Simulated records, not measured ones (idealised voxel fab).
The process module presented herein is designated voxel wiring stack.
Each square cell in cross-section cut measures 5 nm, and the section as a whole is 160 nm wide.
Square cells in a grid make up a cross-section in this document, and the grid is given as bands, listed from the top down, each one or more rows of cells. Look at the band entry: it leads with the top's height and the bottom's height in nm. Then it lists the materials left to right, with a width in nm for each. The word "full width" on a single material says that material fills the band edge to edge. The word "air" is empty space. Height reference: 0 = level under which incoming wafer is all one material. Lowest band: no bottom, runs on downward, e.g. "0 -> down". A width such as "30..40" changes by the same amount from each row of cells to the next, from the band's top row to its bottom row. The designation "no modification", where it is given for a processing step, indicates that no cell of the cross-section was altered in the course of that step. Heads up: "Sealed void list" only lists the empty pockets with no open path to the top that are 8 cells or more, and it writes them as width x height at distance, distance from the left edge, in nm. On each step's line, the part that comes after the settings is the simulator's own comment on the step. You can add "overlay nm" to a step's line. For a step with a mask, it describes how far the mask lay to the right of its planned position, and a negative number describes a lay to the left.
[Planned step list for the process]
1: RECEIVE (material Si)
2: CONFORMAL_DEP (material SiO2; thk nm 15)
3: CONFORMAL_DEP (material SiN; thk nm 5)
4: DIRECTIONAL_DEP (material SiO2; thk nm 15)
5: PATTERN (tone open; mask id METAL_1; material resist; width nm 30; pitch nm 45; thk nm 15; overlay nm 0)
6: DIRECTIONAL_ETCH (etch materials SiO2; depth nm 15)
7: DIRECTIONAL_ETCH (etch materials SiN; depth nm 5)
8: STRIP (etch materials resist)
9: CONFORMAL_DEP (material TiN; thk nm 5)
10: FILL_DEP (material W; thk nm 10)
11: CMP (height nm 35)
12: CONFORMAL_DEP (material SiCN; thk nm 5)
13: DIRECTIONAL_DEP (material SiO2; thk nm 20)
14: PATTERN (tone open; mask id PLUG_1; material resist; width nm 15; thk nm 15; overlay nm 0)
15: DIRECTIONAL_ETCH (etch materials SiO2; depth nm 20)
16: DIRECTIONAL_ETCH (etch materials SiCN; depth nm 5)
17: STRIP (etch materials resist)
18: EPI (material Ru; thk nm 10)
19: EPI (material Ru; thk nm 10)
20: EPI (material Ru; thk nm 5)
21: CONFORMAL_DEP (material SiCN; thk nm 5)
22: DIRECTIONAL_DEP (material SiO2; thk nm 15)
23: PATTERN (tone open; mask id METAL_2; material resist; width nm 30; pitch nm 45; thk nm 20; overlay nm 0)
24: DIRECTIONAL_ETCH (etch materials SiO2; depth nm 15)
25: DIRECTIONAL_ETCH (etch materials SiCN; depth nm 5)
26: STRIP (etch materials resist)
27: CONFORMAL_DEP (material TiN; thk nm 5)
28: FILL_DEP (material Ru; thk nm 5)
29: CMP (height nm 80)
30: CONFORMAL_DEP (material SiCN; thk nm 5)
31: DIRECTIONAL_DEP (material lowk; thk nm 15)
32: PATTERN (tone open; mask id PLUG_2; material resist; width nm 15; thk nm 15; overlay nm 0)
33: DIRECTIONAL_ETCH (etch materials lowk; depth nm 15)
34: DIRECTIONAL_ETCH (etch materials SiCN; depth nm 5)
35: STRIP (etch materials resist)
36: CONFORMAL_DEP (material TiN; thk nm 5)
37: FILL_DEP (material Ru; thk nm 10)
38: CMP (height nm 100)
39: CONFORMAL_DEP (material SiN; thk nm 5)
40: DIRECTIONAL_DEP (material lowk; thk nm 25)
41: PATTERN (tone open; mask id METAL_3; material resist; width nm 30; pitch nm 45; thk nm 15; overlay nm 0)
42: DIRECTIONAL_ETCH (etch materials lowk; depth nm 25)
43: DIRECTIONAL_ETCH (etch materials SiN; depth nm 5)
44: STRIP (etch materials resist)
45: CONFORMAL_DEP (material TiN; thk nm 5)
46: FILL_DEP (material W; thk nm 10)
47: CMP (height nm 130)
48: CONFORMAL_DEP (material SiCN; thk nm 5)
[First of two wafers, with the run carried out as planned]
[Step 1 complete: cross-section of the wafer as received]
0 -> down  Si full width
Sealed void list: none
[Step 2 complete: cross-section through the wafer]
15 -> 0  SiO2 full width
Anything lower than 0 is untouched.
[Step 3 complete: cross-section through the wafer]
20 -> 15  SiN full width
Anything lower than 15 is untouched.
[Step 4 complete: cross-section through the wafer]
35 -> 20  SiO2 full width
Anything lower than 20 is untouched.
[Step 5 complete: cross-section through the wafer]
50 -> 35  resist=40 / air=30 / resist=15 / air=30 / resist=45
Anything lower than 35 is untouched.
[Step 6 complete: cross-section through the wafer]
50 -> 35  resist=40 / air=30 / resist=15 / air=30 / resist=45
35 -> 20  SiO2=40 / air=30 / SiO2=15 / air=30 / SiO2=45
Anything lower than 20 is untouched.
[Step 7 complete: cross-section through the wafer]
50 -> 35  resist=40 / air=30 / resist=15 / air=30 / resist=45
35 -> 20  SiO2=40 / air=30 / SiO2=15 / air=30 / SiO2=45
20 -> 15  SiN=40 / air=30 / SiN=15 / air=30 / SiN=45
Anything lower than 15 is untouched.
[Step 8 complete: cross-section through the wafer]
35 -> 20  SiO2=40 / air=30 / SiO2=15 / air=30 / SiO2=45
Anything lower than 20 is untouched.
[Step 9 complete: cross-section through the wafer]
40 -> 35  TiN=45 / air=20 / TiN=25 / air=20 / TiN=50
35 -> 20  SiO2=40 / TiN=5 / air=20 / TiN=5 / SiO2=15 / TiN=5 / air=20 / TiN=5 / SiO2=45
20 -> 15  SiN=40 / TiN=30 / SiN=15 / TiN=30 / SiN=45
Anything lower than 15 is untouched.
[Step 10 complete: cross-section through the wafer]
50 -> 40  W full width
40 -> 35  TiN=45 / W=20 / TiN=25 / W=20 / TiN=50
35 -> 20  SiO2=40 / TiN=5 / W=20 / TiN=5 / SiO2=15 / TiN=5 / W=20 / TiN=5 / SiO2=45
Anything lower than 20 is untouched.
[Step 11 complete: cross-section through the wafer]
35 -> 20  SiO2=40 / TiN=5 / W=20 / TiN=5 / SiO2=15 / TiN=5 / W=20 / TiN=5 / SiO2=45
Anything lower than 20 is untouched.
[Step 12 complete: cross-section through the wafer]
40 -> 35  SiCN full width
Anything lower than 35 is untouched.
[Step 13 complete: cross-section through the wafer]
60 -> 40  SiO2 full width
Anything lower than 40 is untouched.
[Step 14 complete: cross-section through the wafer]
75 -> 60  resist=40 / air=15 / resist=105
Anything lower than 60 is untouched.
[Step 15 complete: cross-section through the wafer]
75 -> 60  resist=40 / air=15 / resist=105
60 -> 40  SiO2=40 / air=15 / SiO2=105
Anything lower than 40 is untouched.
[Step 16 complete: cross-section through the wafer]
75 -> 60  resist=40 / air=15 / resist=105
60 -> 40  SiO2=40 / air=15 / SiO2=105
40 -> 35  SiCN=40 / air=15 / SiCN=105
Anything lower than 35 is untouched.
[Step 17 complete: cross-section through the wafer]
60 -> 40  SiO2=40 / air=15 / SiO2=105
Anything lower than 40 is untouched.
[Step 18 complete: cross-section through the wafer]
60 -> 45  SiO2=40 / air=15 / SiO2=105
45 -> 40  SiO2=40 / Ru=15 / SiO2=105
40 -> 35  SiCN=40 / Ru=15 / SiCN=105
Anything lower than 35 is untouched.
[Step 19 complete: cross-section through the wafer]
60 -> 55  SiO2=40 / air=15 / SiO2=105
55 -> 40  SiO2=40 / Ru=15 / SiO2=105
Anything lower than 40 is untouched.
[Step 20 complete: cross-section through the wafer]
60 -> 40  SiO2=40 / Ru=15 / SiO2=105
Anything lower than 40 is untouched.
[Step 21 complete: cross-section through the wafer]
65 -> 60  SiCN full width
Anything lower than 60 is untouched.
[Step 22 complete: cross-section through the wafer]
80 -> 65  SiO2 full width
Anything lower than 65 is untouched.
[Step 23 complete: cross-section through the wafer]
100 -> 80  resist=40 / air=30 / resist=15 / air=30 / resist=45
Anything lower than 80 is untouched.
[Step 24 complete: cross-section through the wafer]
100 -> 80  resist=40 / air=30 / resist=15 / air=30 / resist=45
80 -> 65  SiO2=40 / air=30 / SiO2=15 / air=30 / SiO2=45
Anything lower than 65 is untouched.
[Step 25 complete: cross-section through the wafer]
100 -> 80  resist=40 / air=30 / resist=15 / air=30 / resist=45
80 -> 65  SiO2=40 / air=30 / SiO2=15 / air=30 / SiO2=45
65 -> 60  SiCN=40 / air=30 / SiCN=15 / air=30 / SiCN=45
Anything lower than 60 is untouched.
[Step 26 complete: cross-section through the wafer]
80 -> 65  SiO2=40 / air=30 / SiO2=15 / air=30 / SiO2=45
Anything lower than 65 is untouched.
[Step 27 complete: cross-section through the wafer]
85 -> 80  TiN=45 / air=20 / TiN=25 / air=20 / TiN=50
80 -> 65  SiO2=40 / TiN=5 / air=20 / TiN=5 / SiO2=15 / TiN=5 / air=20 / TiN=5 / SiO2=45
65 -> 60  SiCN=40 / TiN=30 / SiCN=15 / TiN=30 / SiCN=45
Anything lower than 60 is untouched.
[Step 28 complete: cross-section through the wafer]
90 -> 85  Ru full width
85 -> 80  TiN=45 / Ru=20 / TiN=25 / Ru=20 / TiN=50
80 -> 65  SiO2=40 / TiN=5 / Ru=20 / TiN=5 / SiO2=15 / TiN=5 / Ru=20 / TiN=5 / SiO2=45
Anything lower than 65 is untouched.
[Step 29 complete: cross-section through the wafer]
80 -> 65  SiO2=40 / TiN=5 / Ru=20 / TiN=5 / SiO2=15 / TiN=5 / Ru=20 / TiN=5 / SiO2=45
Anything lower than 65 is untouched.
[Step 30 complete: cross-section through the wafer]
85 -> 80  SiCN full width
Anything lower than 80 is untouched.
[Step 31 complete: cross-section through the wafer]
100 -> 85  lowk full width
Anything lower than 85 is untouched.
[Step 32 complete: cross-section through the wafer]
115 -> 100  resist=40 / air=15 / resist=105
Anything lower than 100 is untouched.
[Step 33 complete: cross-section through the wafer]
115 -> 100  resist=40 / air=15 / resist=105
100 -> 85  lowk=40 / air=15 / lowk=105
Anything lower than 85 is untouched.
[Step 34 complete: cross-section through the wafer]
115 -> 100  resist=40 / air=15 / resist=105
100 -> 85  lowk=40 / air=15 / lowk=105
85 -> 80  SiCN=40 / air=15 / SiCN=105
Anything lower than 80 is untouched.
[Step 35 complete: cross-section through the wafer]
100 -> 85  lowk=40 / air=15 / lowk=105
Anything lower than 85 is untouched.
[Step 36 complete: cross-section through the wafer]
105 -> 100  TiN=45 / air=5 / TiN=110
100 -> 85  lowk=40 / TiN=5 / air=5 / TiN=5 / lowk=105
85 -> 80  SiCN=40 / TiN=15 / SiCN=105
Anything lower than 80 is untouched.
[Step 37 complete: cross-section through the wafer]
115 -> 105  Ru full width
105 -> 100  TiN=45 / Ru=5 / TiN=110
100 -> 85  lowk=40 / TiN=5 / Ru=5 / TiN=5 / lowk=105
Anything lower than 85 is untouched.
[Step 38 complete: cross-section through the wafer]
100 -> 85  lowk=40 / TiN=5 / Ru=5 / TiN=5 / lowk=105
Anything lower than 85 is untouched.
[Step 39 complete: cross-section through the wafer]
105 -> 100  SiN full width
Anything lower than 100 is untouched.
[Step 40 complete: cross-section through the wafer]
130 -> 105  lowk full width
Anything lower than 105 is untouched.
[Step 41 complete: cross-section through the wafer]
145 -> 130  resist=40 / air=30 / resist=15 / air=30 / resist=45
Anything lower than 130 is untouched.
[Step 42 complete: cross-section through the wafer]
145 -> 130  resist=40 / air=30 / resist=15 / air=30 / resist=45
130 -> 105  lowk=40 / air=30 / lowk=15 / air=30 / lowk=45
Anything lower than 105 is untouched.
[Step 43 complete: cross-section through the wafer]
145 -> 130  resist=40 / air=30 / resist=15 / air=30 / resist=45
130 -> 105  lowk=40 / air=30 / lowk=15 / air=30 / lowk=45
105 -> 100  SiN=40 / air=30 / SiN=15 / air=30 / SiN=45
Anything lower than 100 is untouched.
[Step 44 complete: cross-section through the wafer]
130 -> 105  lowk=40 / air=30 / lowk=15 / air=30 / lowk=45
Anything lower than 105 is untouched.
[Step 45 complete: cross-section through the wafer]
135 -> 130  TiN=45 / air=20 / TiN=25 / air=20 / TiN=50
130 -> 105  lowk=40 / TiN=5 / air=20 / TiN=5 / lowk=15 / TiN=5 / air=20 / TiN=5 / lowk=45
105 -> 100  SiN=40 / TiN=30 / SiN=15 / TiN=30 / SiN=45
Anything lower than 100 is untouched.
[Step 46 complete: cross-section through the wafer]
145 -> 135  W full width
135 -> 130  TiN=45 / W=20 / TiN=25 / W=20 / TiN=50
130 -> 105  lowk=40 / TiN=5 / W=20 / TiN=5 / lowk=15 / TiN=5 / W=20 / TiN=5 / lowk=45
Anything lower than 105 is untouched.
[Step 47 complete: cross-section through the wafer]
130 -> 105  lowk=40 / TiN=5 / W=20 / TiN=5 / lowk=15 / TiN=5 / W=20 / TiN=5 / lowk=45
Anything lower than 105 is untouched.
[Step 48 complete: cross-section through the wafer]
135 -> 130  SiCN full width
Anything lower than 130 is untouched.
[Now the other wafer: same start, same recipe, but we messed up one thing when running it. Up to and including step 40 it's the same as the first one]
[Cross-section, second wafer, at the end time the plan gives for step 41]
145 -> 130  air=40 / resist=30 / air=15 / resist=30 / air=45
Anything lower than 130 is untouched.
[Cross-section, second wafer, at the end time the plan gives for step 42]
145 -> 130  air=40 / resist=30 / air=15 / resist=30 / air=45
130 -> 105  air=40 / lowk=30 / air=15 / lowk=30 / air=45
Anything lower than 105 is untouched.
[Cross-section, second wafer, at the end time the plan gives for step 43]
145 -> 130  air=40 / resist=30 / air=15 / resist=30 / air=45
130 -> 105  air=40 / lowk=30 / air=15 / lowk=30 / air=45
105 -> 100  air=40 / SiN=30 / air=15 / SiN=30 / air=45
Anything lower than 100 is untouched.
[Cross-section, second wafer, at the end time the plan gives for step 44]
130 -> 105  air=40 / lowk=30 / air=15 / lowk=30 / air=45
Anything lower than 105 is untouched.
[Cross-section, second wafer, at the end time the plan gives for step 45]
135 -> 130  air=35 / TiN=40 / air=5 / TiN=40 / air=40
130 -> 105  air=35 / TiN=5 / lowk=30 / TiN=5 / air=5 / TiN=5 / lowk=30 / TiN=5 / air=40
105 -> 100  TiN=40 / SiN=30 / TiN=15 / SiN=30 / TiN=45
Anything lower than 100 is untouched.
[Cross-section, second wafer, at the end time the plan gives for step 46]
145 -> 135  W full width
135 -> 130  W=35 / TiN=40 / W=5 / TiN=40 / W=40
130 -> 105  W=35 / TiN=5 / lowk=30 / TiN=5 / W=5 / TiN=5 / lowk=30 / TiN=5 / W=40
Anything lower than 105 is untouched.
[Cross-section, second wafer, at the end time the plan gives for step 47]
130 -> 105  W=35 / TiN=5 / lowk=30 / TiN=5 / W=5 / TiN=5 / lowk=30 / TiN=5 / W=40
Anything lower than 105 is untouched.
[Cross-section, second wafer, at the end time the plan gives for step 48]
135 -> 130  SiCN full width
Anything lower than 130 is untouched.
Deviation from plan: so step 41 ended up running with a different setting than we planned, it ran as PATTERN (tone cover; mask id METAL_3; material resist; width nm 30; pitch nm 45; thk nm 15; overlay nm 0)
The second wafer ends with more or fewer cells of some materials than the first, per final count: SiN: 8 fewer | TiN: 8 more | W: 40 more | lowk: 40 fewer
